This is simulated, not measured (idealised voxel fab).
The process module presented herein is designated voxel capacitor over wiring.
For reference, the cross-section in this document is cut, with width 270 nm and square cells of 5 nm.
How to read a cross-section here: the picture is a grid of square cells, written as bands going from the top down, and any band can span one or more rows of cells.
The entry gives the band's vertical extent as a top height and a bottom height in nm, then its horizontal make-up as materials from left to right, each with a width in nm. "empty" stands for empty space; a single material marked "full width" fills the band edge to edge.
Heights are measured from 0, the level below which the as-received wafer is all one material; the lowest band has no bottom and continues downward, written as in "z 0 and below".
So if you see something like "30 to 40" for the width, read it as the top row of the band sitting at the first number and the bottom row at the second, with every row in between moving by the same amount as the last.
It should be understood that the words "no change occurred", when stated for a given step, signify that the cross-section underwent no change in any of its cells during that step.
"Enclosed cavity list": sealed empty spaces, 8 cells or more, no open way to top, listed width x height at distance, with distance from the left edge and width, height and distance in nm.
Whatever follows a step's settings on its line is a remark the simulator itself makes about that step.
overlay nm: mask right of planned place by this much (step with mask). Neg. = left.

# Set out below are the planned steps of the process
1,RECEIVE, material Si
2,CONFORMAL_DEP, material SiO2, thk nm 15
3,CONFORMAL_DEP, material SiCN, thk nm 5
4,DIRECTIONAL_DEP, material SiO2, thk nm 20
5,PATTERN, tone open, mask id METAL_1, material resist, width nm 30, pitch nm 80, thk nm 20, overlay nm 0
6,DIRECTIONAL_ETCH, etch materials SiO2, depth nm 20
7,DIRECTIONAL_ETCH, etch materials SiCN, depth nm 5
8,STRIP, etch materials resist
9,CONFORMAL_DEP, material TiN, thk nm 5
10,FILL_DEP, material Cu, thk nm 5
11,CMP, height nm 40
12,EPI, material Ru, thk nm 5
13,FILL_DEP, material SiCN, thk nm 5
14,DIRECTIONAL_DEP, material lowk, thk nm 20
15,PATTERN, tone open, mask id PLUG_1, material resist, width nm 15, thk nm 15, overlay nm 0
16,DIRECTIONAL_ETCH, etch materials lowk, depth nm 20
17,DIRECTIONAL_ETCH, etch materials SiCN, depth nm 5
18,STRIP, etch materials resist
19,EPI, material Ru, thk nm 10
20,EPI, material Ru, thk nm 10
21,EPI, material Ru, thk nm 5
22,DIRECTIONAL_DEP, material TiN, thk nm 5
23,DIRECTIONAL_DEP, material Al2O3, thk nm 5
24,DIRECTIONAL_DEP, material TiN, thk nm 10
25,DIRECTIONAL_DEP, material aC, thk nm 15
26,PATTERN, tone cover, mask id UPPER_PLATE, material resist, width nm 55, thk nm 35, overlay nm 0
27,DIRECTIONAL_ETCH, etch materials aC, depth nm 15
28,STRIP, etch materials resist
29,DIRECTIONAL_ETCH, etch materials TiN, depth nm 10
30,DIRECTIONAL_ETCH, etch materials Al2O3, depth nm 5
31,STRIP, etch materials aC
32,MASKED_ETCH, tone cover, mask id LOWER_PLATE, width nm 65, etch materials TiN, depth nm 5, overlay nm 0
33,FILL_DEP, material SiO2, thk nm 20
34,CMP, height nm 105
35,PATTERN, tone open, mask id PLUG_2, material resist, width nm 15, thk nm 15, overlay nm 0
36,DIRECTIONAL_ETCH, etch materials SiO2, depth nm 15
37,STRIP, etch materials resist
38,CONFORMAL_DEP, material TiN, thk nm 5
39,FILL_DEP, material W, thk nm 10
40,CMP, height nm 105
41,CONFORMAL_DEP, material SiN, thk nm 5

# So this is the incoming wafer in cross-section - it's already been through step 1
	z 0 and below = Si full width
	Enclosed cavity list: none

# Cross-section taken at module completion on the first of two wafers; processed per the plan
	z 110 to 105 = SiN full width
	z 105 to 95 = 105 of SiO2, then 5 of TiN, then 5 of W, then 5 of TiN, then 150 of SiO2
	z 95 to 90 = 105 of SiO2, then 15 of TiN, then 150 of SiO2
	z 90 to 80 = 95 of SiO2, then 55 of TiN, then 120 of SiO2
	z 80 to 75 = 95 of SiO2, then 55 of Al2O3, then 120 of SiO2
	z 75 to 70 = 90 of SiO2, then 65 of TiN, then 115 of SiO2
	z 70 to 50 = 95 of lowk, then 15 of Ru, then 160 of lowk
	z 50 to 45 = 95 of SiCN, then 15 of Ru, then 160 of SiCN
	z 45 to 40 = 75 of SiCN, then 40 of Ru, then 40 of SiCN, then 40 of Ru, then 75 of SiCN
	z 40 to 20 = 80 of SiO2, then 5 of TiN, then 20 of Cu, then 5 of TiN, then 50 of SiO2, then 5 of TiN, then 20 of Cu, then 5 of TiN, then 80 of SiO2
	z 20 to 15 = 80 of SiCN, then 30 of TiN, then 50 of SiCN, then 30 of TiN, then 80 of SiCN
	z 15 to 0 = SiO2 full width
	z 0 and below = Si full width
	Enclosed cavity list: none

# End of module, second wafer, cross-section. Started like the first, planned like the first, run with one mistake
	z 110 to 105 = SiN full width
	z 105 to 95 = 105 of SiO2, then 5 of TiN, then 5 of W, then 5 of TiN, then 150 of SiO2
	z 95 to 90 = 105 of SiO2, then 15 of TiN, then 150 of SiO2
	z 90 to 80 = 90 of SiO2, then 55 of TiN, then 125 of SiO2
	z 80 to 75 = 90 of SiO2, then 55 of Al2O3, then 125 of SiO2
	z 75 to 70 = 90 of SiO2, then 65 of TiN, then 115 of SiO2
	z 70 to 50 = 95 of lowk, then 15 of Ru, then 160 of lowk
	z 50 to 45 = 95 of SiCN, then 15 of Ru, then 160 of SiCN
	z 45 to 40 = 75 of SiCN, then 40 of Ru, then 40 of SiCN, then 40 of Ru, then 75 of SiCN
	z 40 to 20 = 80 of SiO2, then 5 of TiN, then 20 of Cu, then 5 of TiN, then 50 of SiO2, then 5 of TiN, then 20 of Cu, then 5 of TiN, then 80 of SiO2
	z 20 to 15 = 80 of SiCN, then 30 of TiN, then 50 of SiCN, then 30 of TiN, then 80 of SiCN
	z 15 to 0 = SiO2 full width
	z 0 and below = Si full width
	Enclosed cavity list: none
Nonconformance to the process plan: rather than as planned, step 26 actually ran as PATTERN, tone cover, mask id UPPER_PLATE, material resist, width nm 55, thk nm 35, overlay nm -5
End check, second vs first wafer: material counts in cells match, positions do not.
